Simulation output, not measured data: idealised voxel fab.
Process module name: voxel gate over fins
The cross-section shown here is cut; it is 275 nm wide and divided into square cells measuring 5 nm on a side.
Cross-section layout: square cells on a grid; listed as bands, top to bottom; a band spans one or more cell rows. The band entry comprises the height of the band's top followed by the height of its bottom, expressed in nm, and subsequently the band's materials from left to right, each stated together with its width in nm. Where a single material is marked with the word "edge to edge", that material fills the band from edge to edge. The word "air" represents empty space. Zero point of the height axis is 0; under it, received wafer = one material. Lowest band: continues down indefinitely, "0 down". The two numbers in a width such as "30..40" mark its ends across the band: the first belongs to the top row of cells, the second to the bottom row, and from each row to the next the width moves by the same amount. A step reported as "no change occurred" is a step in which no cell of the cross-section changed. If an empty space has no open way to the top and is at least 8 cells in size, "Cavities, closed" lists it, written width x height at distance, where distance is measured from the left edge and every value is in nm. What comes after the settings on a step's line is commentary from the simulator itself on that step. "overlay nm" answers the question of how far to the right of plan the mask lay on a step that has a mask, and when it is negative the answer is to the left.

Process steps - plan
| 1 | op RECEIVE | material Si |
| 2 | op CONFORMAL_DEP | material SiN | thk nm 10 |
| 3 | op MASKED_ETCH | tone cover | mask id FINS | width nm 15 | pitch nm 40 | etch materials SiN | depth nm 10 | overlay nm 0 |
| 4 | op MASKED_ETCH | tone cover | mask id FINS | width nm 15 | pitch nm 40 | etch materials Si | depth nm 30 | overlay nm 0 |
| 5 | op OXIDIZE | depth nm 5 |
| 6 | op FILL_DEP | material SiO2 | thk nm 10 |
| 7 | op CMP | height nm 10 |
| 8 | op SELECTIVE_ETCH | etch materials SiO2 | depth nm 25 |
| 9 | op STRIP | etch materials SiN |
| 10 | op CONFORMAL_DEP | material HfO2 | thk nm 5 |
| 11 | op CONFORMAL_DEP | material TiN | thk nm 5 |
| 12 | op FILL_DEP | material W | thk nm 10 |
| 13 | op CMP | height nm 15 |
| 14 | op CONFORMAL_DEP | material SiCN | thk nm 10 |

First of two wafers, processed according to plan

As-received state of the wafer in cross-section, equivalent to post-step 1
  0 down | Si edge to edge
  Cavities, closed: none

Cross-section of the wafer after step 2
  10 to 0 | SiN edge to edge
  No changes below 0.

Cross-section of the wafer after step 3
  10 to 0 | air=110, SiN=15, air=25, SiN=15, air=110
  No changes below 0.

Cross-section of the wafer after step 4
  10 to 0 | air=110, SiN=15, air=25, SiN=15, air=110
  0 to -30 | air=110, Si=15, air=25, Si=15, air=110
  No changes below -30.

Cross-section of the wafer after step 5
  10 to 0 | air=110, SiN=15, air=25, SiN=15, air=110
  0 to -30 | air=110, SiO2=5, Si=5, SiO2=5, air=25, SiO2=5, Si=5, SiO2=5, air=110
  -30 to -35 | SiO2=115, Si=5, SiO2=35, Si=5, SiO2=115
  No changes below -35.

Cross-section of the wafer after step 6
  20 to 10 | SiO2 edge to edge
  10 to 0 | SiO2=110, SiN=15, SiO2=25, SiN=15, SiO2=110
  0 to -35 | SiO2=115, Si=5, SiO2=35, Si=5, SiO2=115
  No changes below -35.

Cross-section of the wafer after step 7
  10 to 0 | SiO2=110, SiN=15, SiO2=25, SiN=15, SiO2=110
  No changes below 0.

Cross-section of the wafer after step 8
  10 to 0 | air=110, SiN=15, air=25, SiN=15, air=110
  0 to -15 | air=115, Si=5, air=35, Si=5, air=115
  No changes below -15.

Cross-section of the wafer after step 9
  0 to -15 | air=115, Si=5, air=35, Si=5, air=115
  No changes below -15.

Cross-section of the wafer after step 10
  5 to 0 | air=110, HfO2=15, air=25, HfO2=15, air=110
  0 to -10 | air=110, HfO2=5, Si=5, HfO2=5, air=25, HfO2=5, Si=5, HfO2=5, air=110
  -10 to -15 | HfO2=115, Si=5, HfO2=35, Si=5, HfO2=115
  No changes below -15.

Cross-section of the wafer after step 11
  10 to 5 | air=105, TiN=25, air=15, TiN=25, air=105
  5 to 0 | air=105, TiN=5, HfO2=15, TiN=5, air=15, TiN=5, HfO2=15, TiN=5, air=105
  0 to -5 | air=105, TiN=5, HfO2=5, Si=5, HfO2=5, TiN=5, air=15, TiN=5, HfO2=5, Si=5, HfO2=5, TiN=5, air=105
  -5 to -10 | TiN=110, HfO2=5, Si=5, HfO2=5, TiN=25, HfO2=5, Si=5, HfO2=5, TiN=110
  No changes below -10.

Cross-section of the wafer after step 12
  20 to 10 | W edge to edge
  10 to 5 | W=105, TiN=25, W=15, TiN=25, W=105
  5 to 0 | W=105, TiN=5, HfO2=15, TiN=5, W=15, TiN=5, HfO2=15, TiN=5, W=105
  0 to -5 | W=105, TiN=5, HfO2=5, Si=5, HfO2=5, TiN=5, W=15, TiN=5, HfO2=5, Si=5, HfO2=5, TiN=5, W=105
  No changes below -5.

Cross-section of the wafer after step 13
  15 to 10 | W edge to edge
  No changes below 10.

Cross-section of the wafer after step 14
  25 to 15 | SiCN edge to edge
  No changes below 15.

Companion wafer, the second of two: same beginning, same intended sequence, one mistake in carrying it out; through step 9 inclusive it tracks the first exactly

Second wafer, cut view, end of step 10 per plan: no change occurred

Second wafer, cut view, end of step 11 per plan
  5 to 0 | air=110, TiN=15, air=25, TiN=15, air=110
  0 to -10 | air=110, TiN=5, Si=5, TiN=5, air=25, TiN=5, Si=5, TiN=5, air=110
  -10 to -15 | TiN=115, Si=5, TiN=35, Si=5, TiN=115
  No changes below -15.

Second wafer, cut view, end of step 12 per plan
  15 to 5 | W edge to edge
  5 to 0 | W=110, TiN=15, W=25, TiN=15, W=110
  0 to -10 | W=110, TiN=5, Si=5, TiN=5, W=25, TiN=5, Si=5, TiN=5, W=110
  No changes below -10.

Second wafer, cut view, end of step 13 per plan: no change occurred

Second wafer, cut view, end of step 14 per plan
  25 to 15 | SiCN edge to edge
  No changes below 15.
Nonconformance to the process plan: the plan's step 10 was left out and never carried out
The closing comparison, in cells, has the second wafer with more or fewer of some materials than the first: 67 fewer of HfO2 | 67 more of W
